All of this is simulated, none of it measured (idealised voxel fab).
A process module follows: voxel released beams.
It is cross-section cut that appears here, measuring 205 nm in width, its square cells being 5 nm in size.
Cross-section, as written here: a square-cell grid given band by band from the top down, where a band holds one or more rows of cells.
A band entry consists of two parts. The first gives the height of the band's top and the height of its bottom, in nm. The rest lists the band's materials from left to right, each with its width in nm. A single material labelled with the word "full width" fills the band from edge to edge, and the word "empty" marks empty space.
A quick word on heights: they are counted from 0, and under that level the wafer as it came to us is one material throughout. The lowest band is different from the rest in having no bottom; it simply continues downward, written as in "from 0 down".
So if you see something like "30 to 40" for the width, read it as the top row of the band sitting at the first number and the bottom row at the second, with every row in between moving by the same amount as the last.
Reading "left unchanged" for a step: not a cell of the cross-section changed in it.
"Trapped cavities": sealed empty spaces, 8 cells or more, no open way to top, listed width x height at distance, with distance from the left edge and width, height and distance in nm.
after a step's settings: what the simulator itself notes on the step
The setting "overlay nm" may be written on the line of a step. When the step uses a mask, the value reports how far to the right of the planned place the mask lay, and a negative value reports that it lay to the left.

### This section lists the process steps that were planned
step 1: RECEIVE [material Si]
step 2: CONFORMAL_DEP [material SiN] [thk nm 10]
step 3: DIRECTIONAL_DEP [material SiO2] [thk nm 15]
step 4: DIRECTIONAL_DEP [material aC] [thk nm 10]
step 5: PATTERN [tone open] [mask id ANCHOR] [material resist] [width nm 25] [thk nm 30] [overlay nm 0]
step 6: DIRECTIONAL_ETCH [etch materials aC] [depth nm 10]
step 7: STRIP [etch materials resist]
step 8: DIRECTIONAL_ETCH [etch materials SiO2] [depth nm 15]
step 9: STRIP [etch materials aC]
step 10: CONFORMAL_DEP [material W] [thk nm 10]
step 11: DIRECTIONAL_DEP [material aC] [thk nm 15]
step 12: PATTERN [tone cover] [mask id BEAM] [material resist] [width nm 90] [thk nm 35] [overlay nm 0]
step 13: DIRECTIONAL_ETCH [etch materials aC] [depth nm 15]
step 14: STRIP [etch materials resist]
step 15: DIRECTIONAL_ETCH [etch materials W] [depth nm 10]
step 16: STRIP [etch materials aC]
step 17: STRIP [etch materials SiO2]

### On the first of the two wafers: run conducted according to plan

### Cross-section of the wafer as it came to us, i.e., already through step 1
  from 0 down | Si full width
  Trapped cavities: none

### Wafer xsec, post step 2
  from 10 to 0 | SiN full width
  All layers under 0 are left as they were.

### Wafer xsec, post step 3
  from 25 to 10 | SiO2 full width
  All layers under 10 are left as they were.

### Wafer xsec, post step 4
  from 35 to 25 | aC full width
  All layers under 25 are left as they were.

### Wafer xsec, post step 5
  from 65 to 35 | 60 of resist  25 of empty  120 of resist
  All layers under 35 are left as they were.

### Wafer xsec, post step 6
  from 55 to 35 | 60 of resist  25 of empty  120 of resist
  from 35 to 25 | 60 of aC  25 of empty  120 of aC
  All layers under 25 are left as they were.

### Wafer xsec, post step 7
  from 35 to 25 | 60 of aC  25 of empty  120 of aC
  All layers under 25 are left as they were.

### Wafer xsec, post step 8
  from 35 to 25 | 60 of aC  25 of empty  120 of aC
  from 25 to 10 | 60 of SiO2  25 of empty  120 of SiO2
  All layers under 10 are left as they were.

### Wafer xsec, post step 9
  from 25 to 10 | 60 of SiO2  25 of empty  120 of SiO2
  All layers under 10 are left as they were.

### Wafer xsec, post step 10
  from 35 to 25 | 70 of W  5 of empty  130 of W
  from 25 to 20 | 60 of SiO2  10 of W  5 of empty  10 of W  120 of SiO2
  from 20 to 10 | 60 of SiO2  25 of W  120 of SiO2
  All layers under 10 are left as they were.

### Wafer xsec, post step 11
  from 50 to 35 | 70 of aC  5 of empty  130 of aC
  from 35 to 25 | 70 of W  5 of aC  130 of W
  from 25 to 20 | 60 of SiO2  10 of W  5 of aC  10 of W  120 of SiO2
  All layers under 20 are left as they were.

### Wafer xsec, post step 12
  from 85 to 50 | 55 of empty  90 of resist  60 of empty
  from 50 to 35 | 70 of aC  5 of resist  130 of aC
  All layers under 35 are left as they were.

### Wafer xsec, post step 13
  from 70 to 50 | 55 of empty  90 of resist  60 of empty
  from 50 to 35 | 55 of empty  15 of aC  5 of resist  70 of aC  60 of empty
  All layers under 35 are left as they were.

### Wafer xsec, post step 14
  from 50 to 35 | 55 of empty  15 of aC  5 of empty  70 of aC  60 of empty
  All layers under 35 are left as they were.

### Wafer xsec, post step 15
  from 50 to 35 | 55 of empty  15 of aC  5 of empty  70 of aC  60 of empty
  from 35 to 25 | 55 of empty  15 of W  5 of aC  70 of W  60 of empty
  All layers under 25 are left as they were.

### Wafer xsec, post step 16
  from 35 to 25 | 55 of empty  15 of W  5 of empty  70 of W  60 of empty
  from 25 to 20 | 60 of SiO2  10 of W  5 of empty  10 of W  120 of SiO2
  All layers under 20 are left as they were.

### Wafer xsec, post step 17
  from 35 to 25 | 55 of empty  15 of W  5 of empty  70 of W  60 of empty
  from 25 to 20 | 60 of empty  10 of W  5 of empty  10 of W  120 of empty
  from 20 to 10 | 60 of empty  25 of W  120 of empty
  All layers under 10 are left as they were.

### Companion wafer, the second of two: same beginning, same intended sequence, one mistake in carrying it out; through step 1 inclusive it tracks the first exactly

### Look at the second wafer in cross-section at the time step 2 ought to have finished
  from 15 to 0 | SiO2 full width
  All layers under 0 are left as they were.

### Look at the second wafer in cross-section at the time step 3 ought to have finished
  from 25 to 15 | SiN full width
  All layers under 15 are left as they were.

### Look at the second wafer in cross-section at the time step 4 ought to have finished
  from 35 to 25 | aC full width
  All layers under 25 are left as they were.

### Look at the second wafer in cross-section at the time step 5 ought to have finished
  from 65 to 35 | 60 of resist  25 of empty  120 of resist
  All layers under 35 are left as they were.

### Look at the second wafer in cross-section at the time step 6 ought to have finished
  from 55 to 35 | 60 of resist  25 of empty  120 of resist
  from 35 to 25 | 60 of aC  25 of empty  120 of aC
  All layers under 25 are left as they were.

### Look at the second wafer in cross-section at the time step 7 ought to have finished
  from 35 to 25 | 60 of aC  25 of empty  120 of aC
  All layers under 25 are left as they were.

Look at the second wafer in cross-section at the time step 8 ought to have finished: left unchanged

### Look at the second wafer in cross-section at the time step 9 ought to have finished
  from 25 to 15 | SiN full width
  All layers under 15 are left as they were.

### Look at the second wafer in cross-section at the time step 10 ought to have finished
  from 35 to 25 | W full width
  All layers under 25 are left as they were.

### Look at the second wafer in cross-section at the time step 11 ought to have finished
  from 50 to 35 | aC full width
  All layers under 35 are left as they were.

### Look at the second wafer in cross-section at the time step 12 ought to have finished
  from 85 to 50 | 55 of empty  90 of resist  60 of empty
  All layers under 50 are left as they were.

### Look at the second wafer in cross-section at the time step 13 ought to have finished
  from 70 to 50 | 55 of empty  90 of resist  60 of empty
  from 50 to 35 | 55 of empty  90 of aC  60 of empty
  All layers under 35 are left as they were.

### Look at the second wafer in cross-section at the time step 14 ought to have finished
  from 50 to 35 | 55 of empty  90 of aC  60 of empty
  All layers under 35 are left as they were.

### Look at the second wafer in cross-section at the time step 15 ought to have finished
  from 50 to 35 | 55 of empty  90 of aC  60 of empty
  from 35 to 25 | 55 of empty  90 of W  60 of empty
  All layers under 25 are left as they were.

### Look at the second wafer in cross-section at the time step 16 ought to have finished
  from 35 to 25 | 55 of empty  90 of W  60 of empty
  All layers under 25 are left as they were.

Look at the second wafer in cross-section at the time step 17 ought to have finished: left unchanged
Misprocessing identified: steps 2 and 3: order swapped relative to plan
Once processing is complete, comparing cell counts shows that the second wafer has more or fewer of certain materials than the first: 123 more of SiO2 | 12 fewer of W
